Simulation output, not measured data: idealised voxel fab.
Proc. module: voxel fin reveal
The figure presents cross-section cut, which has a width of 245 nm and is divided into square cells with an edge length of 5 nm.
Think of the cross-section as a grid of square cells. We describe it in bands, top to bottom, and each band covers one or more rows of those cells.
Read a band's entry like this: the first values are the height of its top and the height of its bottom in nm, and what follows is the sequence of materials from left to right, each with its width in nm. Note that "empty" is empty space, and that a single material marked "everywhere" reaches across the band from edge to edge.
Height reference: 0 = level under which incoming wafer is all one material. Lowest band: no bottom, runs on downward, e.g. "0 and below".
Top row gets the first number, bottom row gets the second, and each row in between changes by the same step: that is how a band width like "30 to 40" works.
Reading "nothing got changed" for a step: not a cell of the cross-section changed in it.
So "Non-vented voids" is basically the list of trapped voids: any empty space of 8 cells or more that can't reach the top through an opening. They're written width x height at distance, the distance being from the left edge, and it's all nm.
Past the settings on a step's line: simulator remark, on that step.
The setting "overlay nm" may be written on the line of a step. When the step uses a mask, the value reports how far to the right of the planned place the mask lay, and a negative value reports that it lay to the left.

### Process steps (planned)
1) RECEIVE [material Si]
2) CONFORMAL_DEP [material SiN] [thk nm 10]
3) PATTERN [tone cover] [mask id FINS] [material resist] [width nm 15] [pitch nm 40] [thk nm 15] [overlay nm 0]
4) DIRECTIONAL_ETCH [etch materials SiN] [depth nm 10]
5) DIRECTIONAL_ETCH [etch materials Si] [depth nm 40]
6) STRIP [etch materials resist]
7) OXIDIZE [depth nm 5]
8) FILL_DEP [material SiO2] [thk nm 10]
9) CMP [height nm 10]
10) SELECTIVE_ETCH [etch materials SiO2] [depth nm 35]
11) STRIP [etch materials SiN]
12) CONFORMAL_DEP [material HfO2] [thk nm 5]

### The cross-section here shows the wafer as received, i.e. in its state after step 1
    0 and below | Si everywhere
    Non-vented voids: none

### End-of-module cross-section. Starting structure and process plan as above; one mistake made in running it
    15 down to 0 | empty (65) | HfO2 (35) | empty (5) | HfO2 (35) | empty (5) | HfO2 (35) | empty (65)
    0 down to -10 | empty (65) | HfO2 (15) | Si (5) | HfO2 (15) | empty (5) | HfO2 (15) | Si (5) | HfO2 (15) | empty (5) | HfO2 (15) | Si (5) | HfO2 (15) | empty (65)
    -10 down to -25 | HfO2 (80) | Si (5) | HfO2 (35) | Si (5) | HfO2 (35) | Si (5) | HfO2 (80)
    -25 down to -45 | SiO2 (80) | Si (5) | SiO2 (35) | Si (5) | SiO2 (35) | Si (5) | SiO2 (80)
    -45 and below | Si everywhere
    Non-vented voids: none
Deviation noted in wafer processing: step 12 ran with different settings than intended, the actual operation and settings being CONFORMAL_DEP [material HfO2] [thk nm 15]
